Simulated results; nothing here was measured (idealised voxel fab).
process module | voxel capacitor over wiring
cross-section cut | 200 nm wide | cells 5 nm
A cross-section is a grid of square cells, given in bands from the top down. A band is one or more rows of cells.
Each band's line starts with the height of the band's top and of its bottom, in nm. Then come its materials from left to right, each with its width in nm. One material with "throughout" fills the band from edge to edge. "air" is empty space.
Height 0 is the level under which the wafer as received is all one material. The lowest band goes on downwards, as in "0 down".
A width such as "30 to 40" changes by the same amount from each row of cells to the next, from the band's top row to its bottom row.
"no change" after a step means that no cell of the cross-section changed.
closed voids: empty space of 8 cells or more with no open way to the top, each as width x height at its distance from the left edge, in nm
after a step's settings: what the simulator itself notes on the step
overlay nm, on a step with a mask: how far to the right of its planned place the mask lay; to the left if negative
plan
1 op RECEIVE | material Si
2 op CONFORMAL_DEP | material SiO2 | thk nm 15
3 op CONFORMAL_DEP | material SiCN | thk nm 5
4 op DIRECTIONAL_DEP | material lowk | thk nm 20
5 op PATTERN | tone open | mask id METAL_1 | material resist | width nm 30 | pitch nm 80 | thk nm 20 | overlay nm 0
6 op DIRECTIONAL_ETCH | etch materials lowk | depth nm 20
7 op DIRECTIONAL_ETCH | etch materials SiCN | depth nm 5
8 op STRIP | etch materials resist
9 op CONFORMAL_DEP | material TiN | thk nm 5
10 op FILL_DEP | material Cu | thk nm 5
11 op CMP | height nm 40
12 op CONFORMAL_DEP | material SiCN | thk nm 5
13 op DIRECTIONAL_DEP | material lowk | thk nm 10
14 op MASKED_ETCH | tone open | mask id PLUG_1 | width nm 15 | etch materials lowk | depth nm 10 | overlay nm 0
15 op MASKED_ETCH | tone open | mask id PLUG_1 | width nm 15 | etch materials SiCN | depth nm 5 | overlay nm 0
16 op EPI | material Ru | thk nm 10
17 op EPI | material Ru | thk nm 5
18 op DIRECTIONAL_DEP | material TiN | thk nm 10
19 op DIRECTIONAL_DEP | material Al2O3 | thk nm 5
20 op DIRECTIONAL_DEP | material TiN | thk nm 5
21 op PATTERN | tone cover | mask id UPPER_PLATE | material resist | width nm 55 | thk nm 15 | overlay nm 0
22 op DIRECTIONAL_ETCH | etch materials TiN | depth nm 5
23 op DIRECTIONAL_ETCH | etch materials Al2O3 | depth nm 5
24 op STRIP | etch materials resist
25 op MASKED_ETCH | tone cover | mask id LOWER_PLATE | width nm 55 | etch materials TiN | depth nm 10 | overlay nm 0
26 op FILL_DEP | material SiO2 | thk nm 15
27 op CMP | height nm 85
28 op PATTERN | tone open | mask id PLUG_2 | material resist | width nm 15 | thk nm 15 | overlay nm 0
29 op DIRECTIONAL_ETCH | etch materials SiO2 | depth nm 10
30 op STRIP | etch materials resist
31 op CONFORMAL_DEP | material TiN | thk nm 5
32 op FILL_DEP | material W | thk nm 10
33 op CMP | height nm 85
34 op CONFORMAL_DEP | material SiN | thk nm 5
varied across the wafers: width nm of step 25. The plan shows the first wafer's value. All wafers start alike
first wafer as received, after step 1
  0 down: Si throughout
  closed voids: none
each wafer at the end: cells of each material gained (+) or lost (-) since it was received, then its closed voids
width nm 55 | +11 Al2O3 | +32 Cu | +9 Ru | +65 SiCN | +40 SiN | +310 SiO2 | +66 TiN | +1 W | +186 lowk | closed voids: none
width nm 60 | +11 Al2O3 | +32 Cu | +9 Ru | +65 SiCN | +40 SiN | +308 SiO2 | +68 TiN | +1 W | +186 lowk | closed voids: none
width nm 65 | +11 Al2O3 | +32 Cu | +9 Ru | +65 SiCN | +40 SiN | +306 SiO2 | +70 TiN | +1 W | +186 lowk | closed voids: none
width nm 70 | +11 Al2O3 | +32 Cu | +9 Ru | +65 SiCN | +40 SiN | +304 SiO2 | +72 TiN | +1 W | +186 lowk | closed voids: none
width nm 75 | +11 Al2O3 | +32 Cu | +9 Ru | +65 SiCN | +40 SiN | +302 SiO2 | +74 TiN | +1 W | +186 lowk | closed voids: none
width nm 80 | +11 Al2O3 | +32 Cu | +9 Ru | +65 SiCN | +40 SiN | +300 SiO2 | +76 TiN | +1 W | +186 lowk | closed voids: none
